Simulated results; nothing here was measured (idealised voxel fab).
process module | voxel spacer lines
cross-section cut | 225 nm wide | cells 5 nm
A cross-section is a grid of square cells, given in bands from the top down. A band is one or more rows of cells.
Each band's line starts with the height of the band's top and of its bottom, in nm. Then come its materials from left to right, each with its width in nm. One material with "throughout" fills the band from edge to edge. "air" is empty space.
Height 0 is the level under which the wafer as received is all one material. The lowest band goes on downwards, as in "0 down".
A width such as "30 to 40" changes by the same amount from each row of cells to the next, from the band's top row to its bottom row.
"no change" after a step means that no cell of the cross-section changed.
closed voids: empty space of 8 cells or more with no open way to the top, each as width x height at its distance from the left edge, in nm
after a step's settings: what the simulator itself notes on the step
overlay nm, on a step with a mask: how far to the right of its planned place the mask lay; to the left if negative
plan
1 op RECEIVE | material Si
2 op CONFORMAL_DEP | material SiO2 | thk nm 10
3 op DIRECTIONAL_DEP | material W | thk nm 15
4 op DIRECTIONAL_DEP | material aC | thk nm 25
5 op PATTERN | tone cover | mask id MANDREL | material resist | width nm 25 | pitch nm 70 | thk nm 35 | overlay nm 0
6 op DIRECTIONAL_ETCH | etch materials aC | depth nm 25
7 op STRIP | etch materials resist
8 op CONFORMAL_DEP | material SiN | thk nm 10
9 op DIRECTIONAL_ETCH | etch materials SiN | depth nm 10
10 op STRIP | etch materials aC
11 op DIRECTIONAL_ETCH | etch materials W | depth nm 15
12 op STRIP | etch materials SiN
first wafer, as planned
as received, after step 1
  0 down: Si throughout
  closed voids: none
after step 2
  10 to 0: SiO2 throughout
  below 0: unchanged
after step 3
  25 to 10: W throughout
  below 10: unchanged
after step 4
  50 to 25: aC throughout
  below 25: unchanged
after step 5
  85 to 50: air 30 | resist 25 | air 45 | resist 25 | air 45 | resist 25 | air 30
  below 50: unchanged
after step 6
  60 to 50: air 30 | resist 25 | air 45 | resist 25 | air 45 | resist 25 | air 30
  50 to 25: air 30 | aC 25 | air 45 | aC 25 | air 45 | aC 25 | air 30
  below 25: unchanged
after step 7
  50 to 25: air 30 | aC 25 | air 45 | aC 25 | air 45 | aC 25 | air 30
  below 25: unchanged
after step 8
  60 to 50: air 20 | SiN 45 | air 25 | SiN 45 | air 25 | SiN 45 | air 20
  50 to 35: air 20 | SiN 10 | aC 25 | SiN 10 | air 25 | SiN 10 | aC 25 | SiN 10 | air 25 | SiN 10 | aC 25 | SiN 10 | air 20
  35 to 25: SiN 30 | aC 25 | SiN 45 | aC 25 | SiN 45 | aC 25 | SiN 30
  below 25: unchanged
after step 9
  50 to 25: air 20 | SiN 10 | aC 25 | SiN 10 | air 25 | SiN 10 | aC 25 | SiN 10 | air 25 | SiN 10 | aC 25 | SiN 10 | air 20
  below 25: unchanged
after step 10
  50 to 25: air 20 | SiN 10 | air 25 | SiN 10 | air 25 | SiN 10 | air 25 | SiN 10 | air 25 | SiN 10 | air 25 | SiN 10 | air 20
  below 25: unchanged
after step 11
  50 to 25: air 20 | SiN 10 | air 25 | SiN 10 | air 25 | SiN 10 | air 25 | SiN 10 | air 25 | SiN 10 | air 25 | SiN 10 | air 20
  25 to 10: air 20 | W 10 | air 25 | W 10 | air 25 | W 10 | air 25 | W 10 | air 25 | W 10 | air 25 | W 10 | air 20
  below 10: unchanged
after step 12
  25 to 10: air 20 | W 10 | air 25 | W 10 | air 25 | W 10 | air 25 | W 10 | air 25 | W 10 | air 25 | W 10 | air 20
  below 10: unchanged
second wafer: like start, like plan, one mistake. Through step 2 it matches the first wafer
when step 3 should have ended
  40 to 10: W throughout
  below 10: unchanged
when step 4 should have ended
  65 to 40: aC throughout
  below 40: unchanged
when step 5 should have ended
  100 to 65: air 30 | resist 25 | air 45 | resist 25 | air 45 | resist 25 | air 30
  below 65: unchanged
when step 6 should have ended
  75 to 65: air 30 | resist 25 | air 45 | resist 25 | air 45 | resist 25 | air 30
  65 to 40: air 30 | aC 25 | air 45 | aC 25 | air 45 | aC 25 | air 30
  below 40: unchanged
when step 7 should have ended
  65 to 40: air 30 | aC 25 | air 45 | aC 25 | air 45 | aC 25 | air 30
  below 40: unchanged
when step 8 should have ended
  75 to 65: air 20 | SiN 45 | air 25 | SiN 45 | air 25 | SiN 45 | air 20
  65 to 50: air 20 | SiN 10 | aC 25 | SiN 10 | air 25 | SiN 10 | aC 25 | SiN 10 | air 25 | SiN 10 | aC 25 | SiN 10 | air 20
  50 to 40: SiN 30 | aC 25 | SiN 45 | aC 25 | SiN 45 | aC 25 | SiN 30
  below 40: unchanged
when step 9 should have ended
  65 to 40: air 20 | SiN 10 | aC 25 | SiN 10 | air 25 | SiN 10 | aC 25 | SiN 10 | air 25 | SiN 10 | aC 25 | SiN 10 | air 20
  below 40: unchanged
when step 10 should have ended
  65 to 40: air 20 | SiN 10 | air 25 | SiN 10 | air 25 | SiN 10 | air 25 | SiN 10 | air 25 | SiN 10 | air 25 | SiN 10 | air 20
  below 40: unchanged
when step 11 should have ended
  65 to 40: air 20 | SiN 10 | air 25 | SiN 10 | air 25 | SiN 10 | air 25 | SiN 10 | air 25 | SiN 10 | air 25 | SiN 10 | air 20
  40 to 25: air 20 | W 10 | air 25 | W 10 | air 25 | W 10 | air 25 | W 10 | air 25 | W 10 | air 25 | W 10 | air 20
  below 25: unchanged
when step 12 should have ended
  40 to 25: air 20 | W 10 | air 25 | W 10 | air 25 | W 10 | air 25 | W 10 | air 25 | W 10 | air 25 | W 10 | air 20
  below 25: unchanged
what went wrong: step 3 was run twice
at the end the second wafer has, in cells: 135 more of W
